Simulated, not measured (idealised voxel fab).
Documented hereafter: the process module known as voxel tone inversion.
The cross-section on display is named cut; it measures 250 nm wide, and its cells are 5 nm squares.
Cross-sections here: square-cell grids, written as top-down lists of bands, a band being one or more rows of cells.
The entry gives the band's vertical extent as a top height and a bottom height in nm, then its horizontal make-up as materials from left to right, each with a width in nm. "empty" stands for empty space; a single material marked "throughout" fills the band edge to edge.
The reference from which all heights are counted is 0, the level beneath which the as-received wafer is entirely one material; the lowest band, having no lower bound, proceeds downward and is written after the example "0 and below".
Per-row width for "30->40": begins at first number (top row of band), ends at second number (bottom row), increment between rows held constant.
A step reported as "no modification" is a step in which no cell of the cross-section changed.
Basically, "Listed closed voids" tells you about the enclosed voids: empty spaces with no open way to the top, 8 cells or bigger, each written width x height at distance, where distance is from the left edge, all in nm.
On each step's line, the part that comes after the settings is the simulator's own comment on the step.
When a step includes a mask, the "overlay nm" setting on its line states how far to the right of its planned place that mask lay, and negative values state how far to the left.
STEPS PLANNED FOR THE PROCESS
1. RECEIVE with material Si
2. CONFORMAL_DEP with material SiN, thk nm 5
3. DIRECTIONAL_DEP with material polySi, thk nm 15
4. PATTERN with tone cover, mask id POSTS, material resist, width nm 15, pitch nm 45, thk nm 20, overlay nm 0
5. DIRECTIONAL_ETCH with etch materials polySi, depth nm 15
6. STRIP with etch materials resist
7. FILL_DEP with material SiO2, thk nm 5
8. CMP with height nm 20
9. STRIP with etch materials polySi
10. CONFORMAL_DEP with material TiN, thk nm 5
11. FILL_DEP with material Ru, thk nm 10
12. CMP with height nm 20
13. CONFORMAL_DEP with material SiN, thk nm 5
WAFER CROSS-SECTION ON RECEIPT, I.E. AFTER STEP 1
- 0 and below  Si throughout
- Listed closed voids: none
RESULT OF THE MODULE, CROSS-SECTIONED: START PER ABOVE, PLAN PER ABOVE, ONE ERROR IN HOW IT WAS RUN
- 40 down to 35  SiN throughout
- 35 down to 25  Ru throughout
- 25 down to 20  TiN 55, Ru 5, TiN 40, Ru 5, TiN 40, Ru 5, TiN 40, Ru 5, TiN 55
- 20 down to 10  SiO2 50, TiN 5, Ru 5, TiN 5, SiO2 30, TiN 5, Ru 5, TiN 5, SiO2 30, TiN 5, Ru 5, TiN 5, SiO2 30, TiN 5, Ru 5, TiN 5, SiO2 50
- 10 down to 5  SiO2 50, TiN 15, SiO2 30, TiN 15, SiO2 30, TiN 15, SiO2 30, TiN 15, SiO2 50
- 5 down to 0  SiN throughout
- 0 and below  Si throughout
- Listed closed voids: none
Error vs. plan: step 12 in the plan did not get run; it was skipped
